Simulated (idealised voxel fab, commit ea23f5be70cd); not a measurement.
process module | voxel transistor to metal
cross-section cut | 215 nm wide | cells 5 nm
A cross-section is a grid of square cells, given in bands from the top down. A band is one or more rows of cells.
Each band's line starts with the height of the band's top and of its bottom, in nm. Then come its materials from left to right, each with its width in nm. One material with "throughout" fills the band from edge to edge. "air" is empty space.
Height 0 is the level under which the wafer as received is all one material. The lowest band goes on downwards, as in "0 down".
A width such as "30 to 40" changes by the same amount from each row of cells to the next, from the band's top row to its bottom row.
"no change" after a step means that no cell of the cross-section changed.
closed voids: empty space of 8 cells or more with no open way to the top, each as width x height at its distance from the left edge, in nm
after a step's settings: what the simulator itself notes on the step
overlay nm, on a step with a mask: how far to the right of its planned place the mask lay; to the left if negative
Each pair below shows a cross-section before one step and the cross-section after it, down to the lowest band that changed. The line under each pair gives the step between them, with its settings. The pairs can come from different runs of this module on the same starting wafer, so a pair continues from the pair above only where its "before" says so.
before
  60 to 45: SiO2 throughout
  45 to 30: SiO2 80 | SiN 10 | SiO2 5 | SiCN 20 | SiO2 5 | SiN 10 | SiO2 85
  30 to 5: SiO2 80 | SiN 10 | SiO2 5 | polySi 20 | SiO2 5 | SiN 10 | SiO2 85
  5 to 0: SiO2 55 | SiN 10 | SiO2 15 | SiN 10 | SiO2 5 | polySi 20 | SiO2 5 | SiN 10 | SiO2 15 | SiN 10 | SiO2 60
  0 to -5: SiO2 65 | SiGe 15 | SiO2 50 | SiGe 15 | SiO2 70
  -5 to -25: SiO2 60 | Si 90 | SiO2 65
  -25 down: Si throughout
  closed voids: none
after
  75 to 45: SiO2 throughout
  below 45: unchanged
  closed voids: none
the step between: op DIRECTIONAL_DEP | material SiO2 | thk nm 15
before: the cross-section after the pair above
after
  85 to 75: aC throughout
  below 75: unchanged
  closed voids: none
the step between: op DIRECTIONAL_DEP | material aC | thk nm 10
before: the cross-section after the pair above
after
  115 to 85: resist 60 | air 30 | resist 30 | air 30 | resist 65
  below 85: unchanged
  closed voids: none
the step between: op PATTERN | tone open | mask id CONTACT | material resist | width nm 30 | pitch nm 60 | thk nm 30 | overlay nm 0
before: the cross-section after the pair above
after
  105 to 85: resist 60 | air 30 | resist 30 | air 30 | resist 65
  85 to 75: aC 60 | air 30 | aC 30 | air 30 | aC 65
  below 75: unchanged
  closed voids: none
the step between: op DIRECTIONAL_ETCH | etch materials aC | depth nm 10
before: the cross-section after the pair above
after
  85 to 75: aC 60 | air 30 | aC 30 | air 30 | aC 65
  below 75: unchanged
  closed voids: none
the step between: op STRIP | etch materials resist
before: the cross-section after the pair above
after
  85 to 75: aC 60 | air 30 | aC 30 | air 30 | aC 65
  75 to 45: SiO2 60 | air 30 | SiO2 30 | air 30 | SiO2 65
  45 to 30: SiO2 60 | air 20 | SiN 10 | SiO2 5 | SiCN 20 | SiO2 5 | SiN 10 | air 20 | SiO2 65
  30 to 15: SiO2 60 | air 20 | SiN 10 | SiO2 5 | polySi 20 | SiO2 5 | SiN 10 | air 20 | SiO2 65
  below 15: unchanged
  closed voids: none
the step between: op DIRECTIONAL_ETCH | etch materials SiO2 | depth nm 60
before: the cross-section after the pair above
after
  75 to 45: SiO2 60 | air 30 | SiO2 30 | air 30 | SiO2 65
  below 45: unchanged
  closed voids: none
the step between: op STRIP | etch materials aC
before: the cross-section after the pair above
after
  80 to 75: TiN 65 | air 20 | TiN 40 | air 20 | TiN 70
  75 to 50: SiO2 60 | TiN 5 | air 20 | TiN 5 | SiO2 30 | TiN 5 | air 20 | TiN 5 | SiO2 65
  50 to 45: SiO2 60 | TiN 5 | air 10 | TiN 15 | SiO2 30 | TiN 15 | air 10 | TiN 5 | SiO2 65
  45 to 30: SiO2 60 | TiN 5 | air 10 | TiN 5 | SiN 10 | SiO2 5 | SiCN 20 | SiO2 5 | SiN 10 | TiN 5 | air 10 | TiN 5 | SiO2 65
  30 to 20: SiO2 60 | TiN 5 | air 10 | TiN 5 | SiN 10 | SiO2 5 | polySi 20 | SiO2 5 | SiN 10 | TiN 5 | air 10 | TiN 5 | SiO2 65
  20 to 15: SiO2 60 | TiN 20 | SiN 10 | SiO2 5 | polySi 20 | SiO2 5 | SiN 10 | TiN 20 | SiO2 65
  below 15: unchanged
  closed voids: none
the step between: op CONFORMAL_DEP | material TiN | thk nm 5
before: the cross-section after the pair above
after
  85 to 80: Ru throughout
  80 to 75: TiN 65 | Ru 20 | TiN 40 | Ru 20 | TiN 70
  75 to 50: SiO2 60 | TiN 5 | Ru 20 | TiN 5 | SiO2 30 | TiN 5 | Ru 20 | TiN 5 | SiO2 65
  50 to 45: SiO2 60 | TiN 5 | Ru 10 | TiN 15 | SiO2 30 | TiN 15 | Ru 10 | TiN 5 | SiO2 65
  45 to 30: SiO2 60 | TiN 5 | Ru 10 | TiN 5 | SiN 10 | SiO2 5 | SiCN 20 | SiO2 5 | SiN 10 | TiN 5 | Ru 10 | TiN 5 | SiO2 65
  30 to 20: SiO2 60 | TiN 5 | Ru 10 | TiN 5 | SiN 10 | SiO2 5 | polySi 20 | SiO2 5 | SiN 10 | TiN 5 | Ru 10 | TiN 5 | SiO2 65
  below 20: unchanged
  closed voids: none
the step between: op FILL_DEP | material Ru | thk nm 5
before: the cross-section after the pair above
after
  60 to 50: SiO2 60 | TiN 5 | Ru 20 | TiN 5 | SiO2 30 | TiN 5 | Ru 20 | TiN 5 | SiO2 65
  below 50: unchanged
  closed voids: none
the step between: op CMP | height nm 60
before: the cross-section after the pair above
after
  65 to 60: TiN throughout
  below 60: unchanged
  closed voids: none
the step between: op DIRECTIONAL_DEP | material TiN | thk nm 5
before: the cross-section after the pair above
after
  80 to 65: Ru throughout
  below 65: unchanged
  closed voids: none
the step between: op DIRECTIONAL_DEP | material Ru | thk nm 15
before: the cross-section after the pair above
after
  80 to 65: air 60 | Ru 20 | air 50 | Ru 20 | air 65
  below 65: unchanged
  closed voids: none
the step between: op MASKED_ETCH | tone cover | mask id METAL_1 | width nm 20 | pitch nm 70 | etch materials Ru | depth nm 15 | overlay nm 0
before: the cross-section after the pair above
after
  80 to 65: air 60 | Ru 20 | air 50 | Ru 20 | air 65
  65 to 60: air 60 | TiN 20 | air 50 | TiN 20 | air 65
  below 60: unchanged
  closed voids: none
the step between: op MASKED_ETCH | tone cover | mask id METAL_1 | width nm 20 | pitch nm 70 | etch materials TiN | depth nm 5 | overlay nm 0
before: the cross-section after the pair above
after
  85 to 80: air 55 | SiN 30 | air 40 | SiN 30 | air 60
  80 to 65: air 55 | SiN 5 | Ru 20 | SiN 5 | air 40 | SiN 5 | Ru 20 | SiN 5 | air 60
  65 to 60: SiN 60 | TiN 20 | SiN 50 | TiN 20 | SiN 65
  below 60: unchanged
  closed voids: none
the step between: op CONFORMAL_DEP | material SiN | thk nm 5
before: the cross-section after the pair above
after
  90 to 85: lowk throughout
  85 to 80: lowk 55 | SiN 30 | lowk 40 | SiN 30 | lowk 60
  80 to 65: lowk 55 | SiN 5 | Ru 20 | SiN 5 | lowk 40 | SiN 5 | Ru 20 | SiN 5 | lowk 60
  below 65: unchanged
  closed voids: none
the step between: op FILL_DEP | material lowk | thk nm 5
before: the cross-section after the pair above
after
  80 to 65: lowk 55 | SiN 5 | Ru 20 | SiN 5 | lowk 40 | SiN 5 | Ru 20 | SiN 5 | lowk 60
  below 65: unchanged
  closed voids: none
the step between: op CMP | height nm 80
before: the cross-section after the pair above
after
  85 to 80: SiCN throughout
  below 80: unchanged
  closed voids: none
the step between: op CONFORMAL_DEP | material SiCN | thk nm 5
before: the cross-section after the pair above
after
  110 to 85: SiO2 throughout
  below 85: unchanged
  closed voids: none
the step between: op DIRECTIONAL_DEP | material SiO2 | thk nm 25
before: the cross-section after the pair above
after
  110 to 95: SiO2 60 | air 20 | SiO2 50 | air 20 | SiO2 65
  below 95: unchanged
  closed voids: none
the step between: op MASKED_ETCH | tone open | mask id METAL_2 | width nm 20 | pitch nm 70 | etch materials SiO2 | depth nm 15 | overlay nm 0
before: the cross-section after the pair above
after
  110 to 95: SiO2 60 | air 20 | SiO2 50 | air 20 | SiO2 65
  95 to 85: SiO2 60 | air 15 | SiO2 55 | air 15 | SiO2 70
  below 85: unchanged
  closed voids: none
the step between: op MASKED_ETCH | tone open | mask id METAL_2_HOLES | width nm 15 | pitch nm 70 | etch materials SiO2 | depth nm 10 | overlay nm 0
before: the cross-section after the pair above
after
  110 to 95: SiO2 60 | air 20 | SiO2 50 | air 20 | SiO2 65
  95 to 85: SiO2 60 | air 15 | SiO2 55 | air 15 | SiO2 70
  85 to 80: SiCN 60 | air 15 | SiCN 55 | air 15 | SiCN 70
  below 80: unchanged
  closed voids: none
the step between: op MASKED_ETCH | tone open | mask id METAL_2_HOLES | width nm 15 | pitch nm 70 | etch materials SiCN | depth nm 5 | overlay nm 0
before: the cross-section after the pair above
after
  115 to 110: TiN 65 | air 10 | TiN 60 | air 10 | TiN 70
  110 to 100: SiO2 60 | TiN 5 | air 10 | TiN 5 | SiO2 50 | TiN 5 | air 10 | TiN 5 | SiO2 65
  100 to 95: SiO2 60 | TiN 5 | air 5 | TiN 10 | SiO2 50 | TiN 5 | air 5 | TiN 10 | SiO2 65
  95 to 85: SiO2 60 | TiN 5 | air 5 | TiN 5 | SiO2 55 | TiN 5 | air 5 | TiN 5 | SiO2 70
  85 to 80: SiCN 60 | TiN 15 | SiCN 55 | TiN 15 | SiCN 70
  below 80: unchanged
  closed voids: none
the step between: op CONFORMAL_DEP | material TiN | thk nm 5
before: the cross-section after the pair above
after
  120 to 115: Cu throughout
  115 to 110: TiN 65 | Cu 10 | TiN 60 | Cu 10 | TiN 70
  110 to 100: SiO2 60 | TiN 5 | Cu 10 | TiN 5 | SiO2 50 | TiN 5 | Cu 10 | TiN 5 | SiO2 65
  100 to 95: SiO2 60 | TiN 5 | Cu 5 | TiN 10 | SiO2 50 | TiN 5 | Cu 5 | TiN 10 | SiO2 65
  95 to 85: SiO2 60 | TiN 5 | Cu 5 | TiN 5 | SiO2 55 | TiN 5 | Cu 5 | TiN 5 | SiO2 70
  below 85: unchanged
  closed voids: none
the step between: op FILL_DEP | material Cu | thk nm 5
before: the cross-section after the pair above
after
  110 to 100: SiO2 60 | TiN 5 | Cu 10 | TiN 5 | SiO2 50 | TiN 5 | Cu 10 | TiN 5 | SiO2 65
  below 100: unchanged
  closed voids: none
the step between: op CMP | height nm 110
before: the cross-section after the pair above
after
  115 to 110: SiCN throughout
  below 110: unchanged
  closed voids: none
the step between: op CONFORMAL_DEP | material SiCN | thk nm 5
before
  20 to 10: air 55 | SiN 100 | air 60
  10 to 5: SiO2 55 | SiN 100 | SiO2 60
  5 to 0: SiO2 throughout
  0 to -25: SiO2 60 | Si 90 | SiO2 65
  -25 down: Si throughout
  closed voids: none
after
  20 to 5: air 55 | SiN 100 | air 60
  below 5: unchanged
  closed voids: none
the step between: op SELECTIVE_ETCH | etch materials SiO2 | depth nm 5
before: the cross-section after the pair above
after
  5 to 0: SiO2 throughout
  below 0: unchanged
  closed voids: none
the step between: op STRIP | etch materials SiN
before: the cross-section after the pair above
after
  35 to 5: polySi throughout
  below 5: unchanged
  closed voids: none
the step between: op DIRECTIONAL_DEP | material polySi | thk nm 30
before: the cross-section after the pair above
after
  50 to 35: SiCN throughout
  below 35: unchanged
  closed voids: none
the step between: op DIRECTIONAL_DEP | material SiCN | thk nm 15
before: the cross-section after the pair above
after
  60 to 50: aC throughout
  below 50: unchanged
  closed voids: none
the step between: op DIRECTIONAL_DEP | material aC | thk nm 10
before: the cross-section after the pair above
after
  85 to 60: air 95 | resist 20 | air 100
  below 60: unchanged
  closed voids: none
the step between: op PATTERN | tone cover | mask id GATE | material resist | width nm 20 | thk nm 25 | overlay nm 0
before: the cross-section after the pair above
after
  75 to 60: air 95 | resist 20 | air 100
  60 to 50: air 95 | aC 20 | air 100
  below 50: unchanged
  closed voids: none
the step between: op DIRECTIONAL_ETCH | etch materials aC | depth nm 10
before: the cross-section after the pair above
after
  60 to 50: air 95 | aC 20 | air 100
  below 50: unchanged
  closed voids: none
the step between: op STRIP | etch materials resist
before: the cross-section after the pair above
after
  60 to 50: air 95 | aC 20 | air 100
  50 to 35: air 95 | SiCN 20 | air 100
  below 35: unchanged
  closed voids: none
the step between: op DIRECTIONAL_ETCH | etch materials SiCN | depth nm 25
before: the cross-section after the pair above
after
  60 to 50: air 95 | aC 20 | air 100
  50 to 35: air 95 | SiCN 20 | air 100
  35 to 5: air 95 | polySi 20 | air 100
  below 5: unchanged
  closed voids: none
the step between: op DIRECTIONAL_ETCH | etch materials polySi | depth nm 40
before: the cross-section after the pair above
after
  50 to 35: air 95 | SiCN 20 | air 100
  below 35: unchanged
  closed voids: none
the step between: op STRIP | etch materials aC
before: the cross-section after the pair above
after
  55 to 50: air 90 | SiO2 30 | air 95
  50 to 35: air 90 | SiO2 5 | SiCN 20 | SiO2 5 | air 95
  35 to 10: air 90 | SiO2 5 | polySi 20 | SiO2 5 | air 95
  10 to 5: SiO2 95 | polySi 20 | SiO2 100
  below 5: unchanged
  closed voids: none
the step between: op CONFORMAL_DEP | material SiO2 | thk nm 5
before: the cross-section after the pair above
after
  50 to 35: air 90 | SiO2 5 | SiCN 20 | SiO2 5 | air 95
  35 to 5: air 90 | SiO2 5 | polySi 20 | SiO2 5 | air 95
  below 5: unchanged
  closed voids: none
the step between: op DIRECTIONAL_ETCH | etch materials SiO2 | depth nm 5
before: the cross-section after the pair above
after
  60 to 50: air 80 | SiN 50 | air 85
  50 to 35: air 80 | SiN 10 | SiO2 5 | SiCN 20 | SiO2 5 | SiN 10 | air 85
  35 to 15: air 80 | SiN 10 | SiO2 5 | polySi 20 | SiO2 5 | SiN 10 | air 85
  15 to 5: SiN 90 | SiO2 5 | polySi 20 | SiO2 5 | SiN 95
  below 5: unchanged
  closed voids: none
the step between: op CONFORMAL_DEP | material SiN | thk nm 10
before: the cross-section after the pair above
after
  50 to 35: air 80 | SiN 10 | SiO2 5 | SiCN 20 | SiO2 5 | SiN 10 | air 85
  35 to 5: air 80 | SiN 10 | SiO2 5 | polySi 20 | SiO2 5 | SiN 10 | air 85
  below 5: unchanged
  closed voids: none
the step between: op DIRECTIONAL_ETCH | etch materials SiN | depth nm 10
before: the cross-section after the pair above
after
  50 to 45: air 80 | SiN 10 | air 5 | SiCN 20 | air 5 | SiN 10 | air 85
  45 to 35: air 80 | SiN 10 | SiO2 5 | SiCN 20 | SiO2 5 | SiN 10 | air 85
  35 to 5: air 80 | SiN 10 | SiO2 5 | polySi 20 | SiO2 5 | SiN 10 | air 85
  5 to 0: air 80 | SiO2 50 | air 85
  below 0: unchanged
  closed voids: none
the step between: op DIRECTIONAL_ETCH | etch materials SiO2 | depth nm 5
before: the cross-section after the pair above
after
  50 to 45: air 80 | SiN 10 | air 5 | SiCN 20 | air 5 | SiN 10 | air 85
  45 to 35: air 80 | SiN 10 | SiO2 5 | SiCN 20 | SiO2 5 | SiN 10 | air 85
  35 to 5: air 80 | SiN 10 | SiO2 5 | polySi 20 | SiO2 5 | SiN 10 | air 85
  5 to 0: air 55 | SiGe 25 | SiO2 50 | SiGe 25 | air 60
  below 0: unchanged
  closed voids: none
the step between: op EPI | material SiGe | thk nm 5
before: the cross-section after the pair above
after
  60 to 50: SiO2 throughout
  50 to 35: SiO2 80 | SiN 10 | SiO2 5 | SiCN 20 | SiO2 5 | SiN 10 | SiO2 85
  35 to 5: SiO2 80 | SiN 10 | SiO2 5 | polySi 20 | SiO2 5 | SiN 10 | SiO2 85
  5 to 0: SiO2 55 | SiGe 25 | SiO2 50 | SiGe 25 | SiO2 60
  below 0: unchanged
  closed voids: none
the step between: op FILL_DEP | material SiO2 | thk nm 10
before: the cross-section after the pair above
after
  45 to 35: SiO2 80 | SiN 10 | SiO2 5 | SiCN 20 | SiO2 5 | SiN 10 | SiO2 85
  below 35: unchanged
  closed voids: none
the step between: op CMP | height nm 45
before: the cross-section after the pair above
after
  60 to 45: SiO2 throughout
  below 45: unchanged
  closed voids: none
the step between: op DIRECTIONAL_DEP | material SiO2 | thk nm 15
before: the cross-section after the pair above
after
  70 to 60: aC throughout
  below 60: unchanged
  closed voids: none
the step between: op DIRECTIONAL_DEP | material aC | thk nm 10
before: the cross-section after the pair above
after
  100 to 70: resist 60 | air 30 | resist 30 | air 30 | resist 65
  below 70: unchanged
  closed voids: none
the step between: op PATTERN | tone open | mask id CONTACT | material resist | width nm 30 | pitch nm 60 | thk nm 30 | overlay nm 0
before: the cross-section after the pair above
after
  90 to 70: resist 60 | air 30 | resist 30 | air 30 | resist 65
  70 to 60: aC 60 | air 30 | aC 30 | air 30 | aC 65
  below 60: unchanged
  closed voids: none
the step between: op DIRECTIONAL_ETCH | etch materials aC | depth nm 10
before: the cross-section after the pair above
after
  70 to 60: aC 60 | air 30 | aC 30 | air 30 | aC 65
  below 60: unchanged
  closed voids: none
the step between: op STRIP | etch materials resist
before: the cross-section after the pair above
after
  70 to 60: aC 60 | air 30 | aC 30 | air 30 | aC 65
  60 to 45: SiO2 60 | air 30 | SiO2 30 | air 30 | SiO2 65
  45 to 35: SiO2 60 | air 20 | SiN 10 | SiO2 5 | SiCN 20 | SiO2 5 | SiN 10 | air 20 | SiO2 65
  35 to 5: SiO2 60 | air 20 | SiN 10 | SiO2 5 | polySi 20 | SiO2 5 | SiN 10 | air 20 | SiO2 65
  below 5: unchanged
  closed voids: none
the step between: op DIRECTIONAL_ETCH | etch materials SiO2 | depth nm 60
before: the cross-section after the pair above
after
  60 to 45: SiO2 60 | air 30 | SiO2 30 | air 30 | SiO2 65
  below 45: unchanged
  closed voids: none
the step between: op STRIP | etch materials aC
before: the cross-section after the pair above
after
  65 to 60: TiN 65 | air 20 | TiN 40 | air 20 | TiN 70
  60 to 50: SiO2 60 | TiN 5 | air 20 | TiN 5 | SiO2 30 | TiN 5 | air 20 | TiN 5 | SiO2 65
  50 to 45: SiO2 60 | TiN 5 | air 10 | TiN 15 | SiO2 30 | TiN 15 | air 10 | TiN 5 | SiO2 65
  45 to 35: SiO2 60 | TiN 5 | air 10 | TiN 5 | SiN 10 | SiO2 5 | SiCN 20 | SiO2 5 | SiN 10 | TiN 5 | air 10 | TiN 5 | SiO2 65
  35 to 10: SiO2 60 | TiN 5 | air 10 | TiN 5 | SiN 10 | SiO2 5 | polySi 20 | SiO2 5 | SiN 10 | TiN 5 | air 10 | TiN 5 | SiO2 65
  10 to 5: SiO2 60 | TiN 20 | SiN 10 | SiO2 5 | polySi 20 | SiO2 5 | SiN 10 | TiN 20 | SiO2 65
  below 5: unchanged
  closed voids: none
the step between: op CONFORMAL_DEP | material TiN | thk nm 5
before: the cross-section after the pair above
after
  70 to 65: Ru throughout
  65 to 60: TiN 65 | Ru 20 | TiN 40 | Ru 20 | TiN 70
  60 to 50: SiO2 60 | TiN 5 | Ru 20 | TiN 5 | SiO2 30 | TiN 5 | Ru 20 | TiN 5 | SiO2 65
  50 to 45: SiO2 60 | TiN 5 | Ru 10 | TiN 15 | SiO2 30 | TiN 15 | Ru 10 | TiN 5 | SiO2 65
  45 to 35: SiO2 60 | TiN 5 | Ru 10 | TiN 5 | SiN 10 | SiO2 5 | SiCN 20 | SiO2 5 | SiN 10 | TiN 5 | Ru 10 | TiN 5 | SiO2 65
  35 to 10: SiO2 60 | TiN 5 | Ru 10 | TiN 5 | SiN 10 | SiO2 5 | polySi 20 | SiO2 5 | SiN 10 | TiN 5 | Ru 10 | TiN 5 | SiO2 65
  below 10: unchanged
  closed voids: none
the step between: op FILL_DEP | material Ru | thk nm 5
before: the cross-section after the pair above
after
  60 to 50: SiO2 60 | TiN 5 | Ru 20 | TiN 5 | SiO2 30 | TiN 5 | Ru 20 | TiN 5 | SiO2 65
  below 50: unchanged
  closed voids: none
the step between: op CMP | height nm 60
before: the cross-section after the pair above
after
  65 to 60: TiN throughout
  below 60: unchanged
  closed voids: none
the step between: op DIRECTIONAL_DEP | material TiN | thk nm 5
before: the cross-section after the pair above
after
  80 to 65: Ru throughout
  below 65: unchanged
  closed voids: none
the step between: op DIRECTIONAL_DEP | material Ru | thk nm 15
before: the cross-section after the pair above
after
  80 to 65: air 60 | Ru 20 | air 50 | Ru 20 | air 65
  below 65: unchanged
  closed voids: none
the step between: op MASKED_ETCH | tone cover | mask id METAL_1 | width nm 20 | pitch nm 70 | etch materials Ru | depth nm 15 | overlay nm 0
before: the cross-section after the pair above
after
  80 to 65: air 60 | Ru 20 | air 50 | Ru 20 | air 65
  65 to 60: air 60 | TiN 20 | air 50 | TiN 20 | air 65
  below 60: unchanged
  closed voids: none
the step between: op MASKED_ETCH | tone cover | mask id METAL_1 | width nm 20 | pitch nm 70 | etch materials TiN | depth nm 5 | overlay nm 0
before: the cross-section after the pair above
after
  85 to 80: air 55 | SiN 30 | air 40 | SiN 30 | air 60
  80 to 65: air 55 | SiN 5 | Ru 20 | SiN 5 | air 40 | SiN 5 | Ru 20 | SiN 5 | air 60
  65 to 60: SiN 60 | TiN 20 | SiN 50 | TiN 20 | SiN 65
  below 60: unchanged
  closed voids: none
the step between: op CONFORMAL_DEP | material SiN | thk nm 5
before: the cross-section after the pair above
after
  90 to 85: lowk throughout
  85 to 80: lowk 55 | SiN 30 | lowk 40 | SiN 30 | lowk 60
  80 to 65: lowk 55 | SiN 5 | Ru 20 | SiN 5 | lowk 40 | SiN 5 | Ru 20 | SiN 5 | lowk 60
  below 65: unchanged
  closed voids: none
the step between: op FILL_DEP | material lowk | thk nm 5
before: the cross-section after the pair above
after
  80 to 65: lowk 55 | SiN 5 | Ru 20 | SiN 5 | lowk 40 | SiN 5 | Ru 20 | SiN 5 | lowk 60
  below 65: unchanged
  closed voids: none
the step between: op CMP | height nm 80
before: the cross-section after the pair above
after
  85 to 80: SiCN throughout
  below 80: unchanged
  closed voids: none
the step between: op CONFORMAL_DEP | material SiCN | thk nm 5
before: the cross-section after the pair above
after
  110 to 85: SiO2 throughout
  below 85: unchanged
  closed voids: none
the step between: op DIRECTIONAL_DEP | material SiO2 | thk nm 25
before: the cross-section after the pair above
after
  110 to 95: SiO2 60 | air 20 | SiO2 50 | air 20 | SiO2 65
  below 95: unchanged
  closed voids: none
the step between: op MASKED_ETCH | tone open | mask id METAL_2 | width nm 20 | pitch nm 70 | etch materials SiO2 | depth nm 15 | overlay nm 0
before: the cross-section after the pair above
after
  110 to 95: SiO2 60 | air 20 | SiO2 50 | air 20 | SiO2 65
  95 to 85: SiO2 60 | air 15 | SiO2 55 | air 15 | SiO2 70
  below 85: unchanged
  closed voids: none
the step between: op MASKED_ETCH | tone open | mask id METAL_2_HOLES | width nm 15 | pitch nm 70 | etch materials SiO2 | depth nm 10 | overlay nm 0
before: the cross-section after the pair above
after
  110 to 95: SiO2 60 | air 20 | SiO2 50 | air 20 | SiO2 65
  95 to 85: SiO2 60 | air 15 | SiO2 55 | air 15 | SiO2 70
  85 to 80: SiCN 60 | air 15 | SiCN 55 | air 15 | SiCN 70
  below 80: unchanged
  closed voids: none
the step between: op MASKED_ETCH | tone open | mask id METAL_2_HOLES | width nm 15 | pitch nm 70 | etch materials SiCN | depth nm 5 | overlay nm 0
before: the cross-section after the pair above
after
  115 to 110: TiN 65 | air 10 | TiN 60 | air 10 | TiN 70
  110 to 100: SiO2 60 | TiN 5 | air 10 | TiN 5 | SiO2 50 | TiN 5 | air 10 | TiN 5 | SiO2 65
  100 to 95: SiO2 60 | TiN 5 | air 5 | TiN 10 | SiO2 50 | TiN 5 | air 5 | TiN 10 | SiO2 65
  95 to 85: SiO2 60 | TiN 5 | air 5 | TiN 5 | SiO2 55 | TiN 5 | air 5 | TiN 5 | SiO2 70
  85 to 80: SiCN 60 | TiN 15 | SiCN 55 | TiN 15 | SiCN 70
  below 80: unchanged
  closed voids: none
the step between: op CONFORMAL_DEP | material TiN | thk nm 5
before: the cross-section after the pair above
after
  120 to 115: Cu throughout
  115 to 110: TiN 65 | Cu 10 | TiN 60 | Cu 10 | TiN 70
  110 to 100: SiO2 60 | TiN 5 | Cu 10 | TiN 5 | SiO2 50 | TiN 5 | Cu 10 | TiN 5 | SiO2 65
  100 to 95: SiO2 60 | TiN 5 | Cu 5 | TiN 10 | SiO2 50 | TiN 5 | Cu 5 | TiN 10 | SiO2 65
  95 to 85: SiO2 60 | TiN 5 | Cu 5 | TiN 5 | SiO2 55 | TiN 5 | Cu 5 | TiN 5 | SiO2 70
  below 85: unchanged
  closed voids: none
the step between: op FILL_DEP | material Cu | thk nm 5
before: the cross-section after the pair above
after
  110 to 100: SiO2 60 | TiN 5 | Cu 10 | TiN 5 | SiO2 50 | TiN 5 | Cu 10 | TiN 5 | SiO2 65
  below 100: unchanged
  closed voids: none
the step between: op CMP | height nm 110
before: the cross-section after the pair above
after
  115 to 110: SiCN throughout
  below 110: unchanged
  closed voids: none
the step between: op CONFORMAL_DEP | material SiCN | thk nm 5
before
  120 to 115: Cu throughout
  115 to 110: TiN 65 | Cu 10 | TiN 60 | Cu 10 | TiN 70
  110 to 100: SiO2 60 | TiN 5 | Cu 10 | TiN 5 | SiO2 50 | TiN 5 | Cu 10 | TiN 5 | SiO2 65
  100 to 95: SiO2 60 | TiN 5 | Cu 5 | TiN 10 | SiO2 50 | TiN 5 | Cu 5 | TiN 10 | SiO2 65
  95 to 85: SiO2 60 | TiN 5 | Cu 5 | TiN 5 | SiO2 55 | TiN 5 | Cu 5 | TiN 5 | SiO2 70
  85 to 80: SiCN 60 | TiN 15 | SiCN 55 | TiN 15 | SiCN 70
  80 to 65: lowk 55 | SiN 5 | Ru 20 | SiN 5 | lowk 40 | SiN 5 | Ru 20 | SiN 5 | lowk 60
  65 to 60: SiN 60 | TiN 20 | SiN 50 | TiN 20 | SiN 65
  60 to 50: SiO2 60 | TiN 5 | Ru 20 | TiN 5 | SiO2 30 | TiN 5 | Ru 20 | TiN 5 | SiO2 65
  50 to 45: SiO2 60 | TiN 5 | Ru 10 | TiN 15 | SiO2 30 | TiN 15 | Ru 10 | TiN 5 | SiO2 65
  45 to 30: SiO2 60 | TiN 5 | Ru 10 | TiN 5 | SiN 10 | SiO2 5 | SiCN 20 | SiO2 5 | SiN 10 | TiN 5 | Ru 10 | TiN 5 | SiO2 65
  30 to 10: SiO2 60 | TiN 5 | Ru 10 | TiN 5 | SiN 10 | SiO2 5 | polySi 20 | SiO2 5 | SiN 10 | TiN 5 | Ru 10 | TiN 5 | SiO2 65
  10 to 5: SiO2 60 | TiN 10 | Ru 5 | TiN 5 | SiN 10 | SiO2 5 | polySi 20 | SiO2 5 | SiN 10 | TiN 5 | Ru 5 | TiN 10 | SiO2 65
  5 to 0: SiO2 55 | SiN 10 | TiN 15 | SiN 10 | SiO2 5 | polySi 20 | SiO2 5 | SiN 10 | TiN 15 | SiN 10 | SiO2 60
  0 to -5: SiO2 65 | SiGe 15 | SiO2 50 | SiGe 15 | SiO2 70
  -5 to -25: SiO2 60 | Si 90 | SiO2 65
  -25 down: Si throughout
  closed voids: none
after
  115 to 110: TiN 65 | Cu 10 | TiN 60 | Cu 10 | TiN 70
  below 110: unchanged
  closed voids: none
the step between: op CMP | height nm 115
before: the cross-section after the pair above
after
  120 to 115: SiCN throughout
  below 115: unchanged
  closed voids: none
the step between: op CONFORMAL_DEP | material SiCN | thk nm 5
before
  60 to 55: aC 50 | air 110 | aC 55
  55 to 50: aC throughout
  50 to 45: SiCN 50 | aC 110 | SiCN 55
  45 to 35: SiCN throughout
  35 to 30: polySi 50 | SiCN 110 | polySi 55
  30 to 5: polySi throughout
  5 to 0: SiO2 50 | polySi 110 | SiO2 55
  0 to -5: SiO2 throughout
  -5 to -25: SiO2 60 | Si 90 | SiO2 65
  -25 down: Si throughout
  closed voids: none
after
  85 to 60: air 90 | resist 30 | air 95
  60 to 55: aC 50 | air 40 | resist 30 | air 40 | aC 55
  below 55: unchanged
  closed voids: none
the step between: op PATTERN | tone cover | mask id GATE | material resist | width nm 30 | thk nm 25 | overlay nm 0
before: the cross-section after the pair above
after
  75 to 55: air 90 | resist 30 | air 95
  55 to 50: air 90 | aC 30 | air 95
  50 to 45: SiCN 50 | air 40 | aC 30 | air 40 | SiCN 55
  below 45: unchanged
  closed voids: none
the step between: op DIRECTIONAL_ETCH | etch materials aC | depth nm 10
before: the cross-section after the pair above
after
  55 to 50: air 90 | aC 30 | air 95
  below 50: unchanged
  closed voids: none
the step between: op STRIP | etch materials resist
before: the cross-section after the pair above
after
  55 to 45: air 90 | aC 30 | air 95
  45 to 35: air 90 | SiCN 30 | air 95
  35 to 30: polySi 50 | air 40 | SiCN 30 | air 40 | polySi 55
  below 30: unchanged
  closed voids: none
the step between: op DIRECTIONAL_ETCH | etch materials SiCN | depth nm 25
before: the cross-section after the pair above
after
  55 to 45: air 90 | aC 30 | air 95
  45 to 30: air 90 | SiCN 30 | air 95
  30 to 5: air 90 | polySi 30 | air 95
  5 to 0: SiO2 50 | air 40 | polySi 30 | air 40 | SiO2 55
  below 0: unchanged
  closed voids: none
the step between: op DIRECTIONAL_ETCH | etch materials polySi | depth nm 40
before: the cross-section after the pair above
after
  45 to 30: air 90 | SiCN 30 | air 95
  below 30: unchanged
  closed voids: none
the step between: op STRIP | etch materials aC
before: the cross-section after the pair above
after
  50 to 45: air 85 | SiO2 40 | air 90
  45 to 30: air 85 | SiO2 5 | SiCN 30 | SiO2 5 | air 90
  30 to 10: air 85 | SiO2 5 | polySi 30 | SiO2 5 | air 90
  10 to 5: SiO2 55 | air 30 | SiO2 5 | polySi 30 | SiO2 5 | air 30 | SiO2 60
  5 to 0: SiO2 90 | polySi 30 | SiO2 95
  below 0: unchanged
  closed voids: none
the step between: op CONFORMAL_DEP | material SiO2 | thk nm 5
before: the cross-section after the pair above
after
  45 to 30: air 85 | SiO2 5 | SiCN 30 | SiO2 5 | air 90
  30 to 5: air 85 | SiO2 5 | polySi 30 | SiO2 5 | air 90
  5 to 0: SiO2 55 | air 30 | SiO2 5 | polySi 30 | SiO2 5 | air 30 | SiO2 60
  below 0: unchanged
  closed voids: none
the step between: op DIRECTIONAL_ETCH | etch materials SiO2 | depth nm 5
